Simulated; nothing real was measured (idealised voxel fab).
process module | voxel wiring stack
cross-section cut | 240 nm wide | cells 5 nm
A cross-section is a grid of square cells, given in bands from the top down. A band is one or more rows of cells.
Each band's line starts with the height of the band's top and of its bottom, in nm. Then come its materials from left to right, each with its width in nm. One material with "throughout" fills the band from edge to edge. "air" is empty space.
Height 0 is the level under which the wafer as received is all one material. The lowest band goes on downwards, as in "0 down".
A width such as "30 to 40" changes by the same amount from each row of cells to the next, from the band's top row to its bottom row.
"no change" after a step means that no cell of the cross-section changed.
closed voids: empty space of 8 cells or more with no open way to the top, each as width x height at its distance from the left edge, in nm
after a step's settings: what the simulator itself notes on the step
overlay nm, on a step with a mask: how far to the right of its planned place the mask lay; to the left if negative
plan
1 op RECEIVE | material Si
2 op CONFORMAL_DEP | material SiO2 | thk nm 10
3 op DIRECTIONAL_DEP | material TiN | thk nm 5
4 op DIRECTIONAL_DEP | material Ru | thk nm 25
5 op MASKED_ETCH | tone cover | mask id METAL_1 | width nm 20 | pitch nm 50 | etch materials Ru | depth nm 25 | overlay nm 0
6 op MASKED_ETCH | tone cover | mask id METAL_1 | width nm 20 | pitch nm 50 | etch materials TiN | depth nm 5 | overlay nm 0
7 op CONFORMAL_DEP | material SiCN | thk nm 5
8 op FILL_DEP | material lowk | thk nm 10
9 op CMP | height nm 40
10 op CONFORMAL_DEP | material SiCN | thk nm 5
11 op DIRECTIONAL_DEP | material lowk | thk nm 15
12 op DIRECTIONAL_DEP | material aC | thk nm 15
13 op PATTERN | tone open | mask id PLUG_1 | material resist | width nm 15 | pitch nm 50 | thk nm 30 | overlay nm 0
14 op DIRECTIONAL_ETCH | etch materials aC | depth nm 15
15 op STRIP | etch materials resist
16 op DIRECTIONAL_ETCH | etch materials lowk | depth nm 15
17 op DIRECTIONAL_ETCH | etch materials SiCN | depth nm 5
18 op STRIP | etch materials aC
19 op EPI | material Ru | thk nm 10
20 op EPI | material Ru | thk nm 10
21 op CONFORMAL_DEP | material SiN | thk nm 5
22 op DIRECTIONAL_DEP | material SiO2 | thk nm 25
23 op PATTERN | tone open | mask id METAL_2 | material resist | width nm 20 | pitch nm 50 | thk nm 15 | overlay nm 0
24 op DIRECTIONAL_ETCH | etch materials SiO2 | depth nm 25
25 op DIRECTIONAL_ETCH | etch materials SiN | depth nm 5
26 op STRIP | etch materials resist
27 op CONFORMAL_DEP | material TiN | thk nm 5
28 op FILL_DEP | material Ru | thk nm 10
29 op CMP | height nm 90
30 op CONFORMAL_DEP | material SiCN | thk nm 5
31 op DIRECTIONAL_DEP | material lowk | thk nm 30
32 op MASKED_ETCH | tone open | mask id METAL_3 | width nm 20 | pitch nm 50 | etch materials lowk | depth nm 15 | overlay nm 0
33 op PATTERN | tone open | mask id METAL_3_HOLES | material resist | width nm 15 | pitch nm 100 | thk nm 20 | overlay nm 0
34 op DIRECTIONAL_ETCH | etch materials lowk | depth nm 15
35 op DIRECTIONAL_ETCH | etch materials SiCN | depth nm 5
36 op STRIP | etch materials resist
37 op CONFORMAL_DEP | material TiN | thk nm 5
38 op FILL_DEP | material Ru | thk nm 10
39 op CMP | height nm 125
40 op CONFORMAL_DEP | material SiCN | thk nm 5
41 op DIRECTIONAL_DEP | material SiO2 | thk nm 30
42 op DIRECTIONAL_DEP | material aC | thk nm 10
43 op PATTERN | tone open | mask id METAL_4 | material resist | width nm 20 | pitch nm 50 | thk nm 30 | overlay nm 0
44 op DIRECTIONAL_ETCH | etch materials aC | depth nm 10
45 op STRIP | etch materials resist
46 op DIRECTIONAL_ETCH | etch materials SiO2 | depth nm 15
47 op STRIP | etch materials aC
48 op MASKED_ETCH | tone open | mask id METAL_4_HOLES | width nm 15 | pitch nm 100 | etch materials SiO2 | depth nm 15 | overlay nm 0
49 op MASKED_ETCH | tone open | mask id METAL_4_HOLES | width nm 15 | pitch nm 100 | etch materials SiCN | depth nm 5 | overlay nm 0
50 op CONFORMAL_DEP | material TiN | thk nm 5
51 op FILL_DEP | material Cu | thk nm 5
52 op CMP | height nm 160
53 op CONFORMAL_DEP | material SiCN | thk nm 5
as received, after step 1
  0 down: Si throughout
  closed voids: none
a wafer at the end: this start, this plan, one mistake
  165 to 160: SiCN throughout
  160 to 150: SiO2 60 | TiN 5 | Cu 10 | TiN 5 | SiO2 30 | TiN 5 | Cu 10 | TiN 5 | SiO2 30 | TiN 5 | Cu 10 | TiN 5 | SiO2 60
  150 to 145: SiO2 60 | TiN 5 | Cu 5 | TiN 10 | SiO2 30 | TiN 20 | SiO2 30 | TiN 5 | Cu 5 | TiN 10 | SiO2 60
  145 to 130: SiO2 60 | TiN 5 | Cu 5 | TiN 5 | SiO2 85 | TiN 5 | Cu 5 | TiN 5 | SiO2 65
  130 to 125: SiCN 60 | TiN 15 | SiCN 85 | TiN 15 | SiCN 65
  125 to 115: Ru throughout
  115 to 110: TiN 115 | Ru 10 | TiN 115
  110 to 95: lowk 75 | TiN 5 | lowk 30 | TiN 5 | Ru 10 | TiN 5 | lowk 45 | TiN 5 | lowk 60
  95 to 90: SiCN 75 | TiN 5 | SiCN 30 | TiN 20 | SiCN 45 | TiN 5 | SiCN 60
  90 to 65: SiO2 60 | TiN 5 | Ru 10 | TiN 5 | SiO2 30 | TiN 5 | Ru 10 | TiN 5 | SiO2 30 | TiN 5 | Ru 10 | TiN 5 | SiO2 60
  65 to 60: SiN 60 | TiN 20 | SiN 30 | TiN 20 | SiN 30 | TiN 20 | SiN 60
  60 to 45: lowk 60 | Ru 15 | lowk 35 | Ru 15 | lowk 35 | Ru 15 | lowk 65
  45 to 40: SiCN 60 | Ru 15 | SiCN 35 | Ru 15 | SiCN 35 | Ru 15 | SiCN 65
  40 to 15: lowk 55 | SiCN 5 | Ru 20 | SiCN 5 | lowk 20 | SiCN 5 | Ru 20 | SiCN 5 | lowk 20 | SiCN 5 | Ru 20 | SiCN 5 | lowk 55
  15 to 10: SiCN 60 | TiN 20 | SiCN 30 | TiN 20 | SiCN 30 | TiN 20 | SiCN 60
  10 to 0: SiO2 throughout
  0 down: Si throughout
  closed voids: none
what went wrong: step 33 ran as: op PATTERN | tone cover | mask id METAL_3_HOLES | material resist | width nm 15 | pitch nm 100 | thk nm 20 | overlay nm 0
